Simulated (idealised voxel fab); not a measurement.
The process module that follows is named voxel transistor to metal.
Shown is cross-section cut, with a width of 145 nm and square cells of size 5 nm.
Cross-section spec: square-cell grid; bands listed top down; each band is one or more rows. The entry gives the band's vertical extent as a top height and a bottom height in nm, then its horizontal make-up as materials from left to right, each with a width in nm. "air" stands for empty space; a single material marked "everywhere" fills the band edge to edge. Heights are reckoned from 0. Under this level, the received wafer is all of one material. The bottommost band is open-ended downward, for example "0 and below". You'd read "30..40" like this: the band's top row of cells is as wide as the first number, its bottom row is as wide as the second, and going down, every row changes width by the same amount as the row before did. No cell of the cross-section changed in a step that is given as "nothing got changed". This entry, "Voids, fully enclosed", enumerates those empty regions of no fewer than 8 cells that possess no open connection to the top. Each region is reported in the form width x height at distance, the distance being taken from the left edge, with all three quantities expressed in nm. If you see something after the settings on a step's line, that's the simulator's own remark about that step. The "overlay nm" setting may appear on a step's line; for a step that uses a mask, it gives how far to the right of its planned position the mask lay, and a negative value indicates the left.

These are the steps we planned for the process:
- 1: RECEIVE [material Si]
- 2: OXIDIZE [depth nm 5]
- 3: CONFORMAL_DEP [material SiN] [thk nm 10]
- 4: PATTERN [tone cover] [mask id ACTIVE] [material resist] [width nm 85] [thk nm 15] [overlay nm 0]
- 5: DIRECTIONAL_ETCH [etch materials SiN] [depth nm 10]
- 6: DIRECTIONAL_ETCH [etch materials SiO2] [depth nm 5]
- 7: DIRECTIONAL_ETCH [etch materials Si] [depth nm 25]
- 8: STRIP [etch materials resist]
- 9: FILL_DEP [material SiO2] [thk nm 5]
- 10: CMP [height nm 10]
- 11: SELECTIVE_ETCH [etch materials SiO2] [depth nm 5]
- 12: STRIP [etch materials SiN]
- 13: SELECTIVE_ETCH [etch materials SiO2] [depth nm 5]
- 14: OXIDIZE [depth nm 5]
- 15: DIRECTIONAL_DEP [material polySi] [thk nm 25]
- 16: DIRECTIONAL_DEP [material SiCN] [thk nm 15]
- 17: MASKED_ETCH [tone cover] [mask id GATE] [width nm 15] [etch materials SiCN] [depth nm 25] [overlay nm 0]
- 18: MASKED_ETCH [tone cover] [mask id GATE] [width nm 15] [etch materials polySi] [depth nm 35] [overlay nm 0]
- 19: CONFORMAL_DEP [material SiO2] [thk nm 5]
- 20: DIRECTIONAL_ETCH [etch materials SiO2] [depth nm 5]
- 21: CONFORMAL_DEP [material SiN] [thk nm 10]
- 22: DIRECTIONAL_ETCH [etch materials SiN] [depth nm 10]
- 23: DIRECTIONAL_ETCH [etch materials SiO2] [depth nm 5]
- 24: DIRECTIONAL_ETCH [etch materials Si] [depth nm 5]
- 25: EPI [material SiGe] [thk nm 5]
- 26: FILL_DEP [material SiO2] [thk nm 10]
- 27: CMP [height nm 35]
- 28: DIRECTIONAL_DEP [material SiO2] [thk nm 15]
- 29: PATTERN [tone open] [mask id CONTACT] [material resist] [width nm 25] [pitch nm 50] [thk nm 15] [overlay nm 0]
- 30: DIRECTIONAL_ETCH [etch materials SiO2] [depth nm 55]
- 31: STRIP [etch materials resist]
- 32: CONFORMAL_DEP [material TiN] [thk nm 5]
- 33: FILL_DEP [material W] [thk nm 5]
- 34: CMP [height nm 50]
- 35: DIRECTIONAL_DEP [material TiN] [thk nm 5]
- 36: DIRECTIONAL_DEP [material W] [thk nm 25]
- 37: MASKED_ETCH [tone cover] [mask id METAL_1] [width nm 15] [pitch nm 60] [etch materials W] [depth nm 25] [overlay nm 0]
- 38: MASKED_ETCH [tone cover] [mask id METAL_1] [width nm 15] [pitch nm 60] [etch materials TiN] [depth nm 5] [overlay nm 0]
- 39: CONFORMAL_DEP [material SiCN] [thk nm 5]
- 40: FILL_DEP [material SiO2] [thk nm 10]
- 41: CMP [height nm 80]
- 42: CONFORMAL_DEP [material SiCN] [thk nm 5]

As-received wafer cross-section (after step 1):
> 0 and below: Si everywhere
> Voids, fully enclosed: none

The following cross-section depicts the wafer upon conclusion of the module. Processing commenced from the starting condition illustrated above and adhered to the plan illustrated above, save for one mistake in execution:
> 85 down to 80: SiCN everywhere
> 80 down to 55: 30 nm SiO2, then 5 nm SiCN, then 15 nm W, then 5 nm SiCN, then 35 nm SiO2, then 5 nm SiCN, then 15 nm W, then 5 nm SiCN, then 30 nm SiO2
> 55 down to 50: 35 nm SiCN, then 15 nm TiN, then 45 nm SiCN, then 15 nm TiN, then 35 nm SiCN
> 50 down to 40: 35 nm SiO2, then 5 nm TiN, then 15 nm W, then 5 nm TiN, then 25 nm SiO2, then 5 nm TiN, then 15 nm W, then 5 nm TiN, then 35 nm SiO2
> 40 down to 35: 35 nm SiO2, then 5 nm TiN, then 5 nm W, then 15 nm TiN, then 25 nm SiO2, then 15 nm TiN, then 5 nm W, then 5 nm TiN, then 35 nm SiO2
> 35 down to 20: 35 nm SiO2, then 5 nm TiN, then 5 nm W, then 5 nm TiN, then 10 nm SiN, then 25 nm SiCN, then 10 nm SiN, then 5 nm TiN, then 5 nm W, then 5 nm TiN, then 35 nm SiO2
> 20 down to 10: 35 nm SiO2, then 5 nm TiN, then 5 nm W, then 5 nm TiN, then 10 nm SiN, then 5 nm SiCN, then 15 nm polySi, then 5 nm SiCN, then 10 nm SiN, then 5 nm TiN, then 5 nm W, then 5 nm TiN, then 35 nm SiO2
> 10 down to 5: 35 nm SiO2, then 15 nm TiN, then 10 nm SiN, then 5 nm SiCN, then 15 nm polySi, then 5 nm SiCN, then 10 nm SiN, then 15 nm TiN, then 35 nm SiO2
> 5 down to 0: 30 nm SiCN, then 10 nm SiN, then 10 nm TiN, then 10 nm SiN, then 5 nm SiCN, then 15 nm polySi, then 5 nm SiCN, then 10 nm SiN, then 10 nm TiN, then 10 nm SiN, then 30 nm SiCN
> 0 down to -5: 25 nm SiO2, then 40 nm SiCN, then 15 nm polySi, then 40 nm SiCN, then 25 nm SiO2
> -5 down to -10: SiO2 everywhere
> -10 down to -30: 30 nm SiO2, then 85 nm Si, then 30 nm SiO2
> -30 and below: Si everywhere
> Voids, fully enclosed: none
What was the processing mistake? step 19 went in with a setting other than planned; the actual run was CONFORMAL_DEP [material SiCN] [thk nm 5]
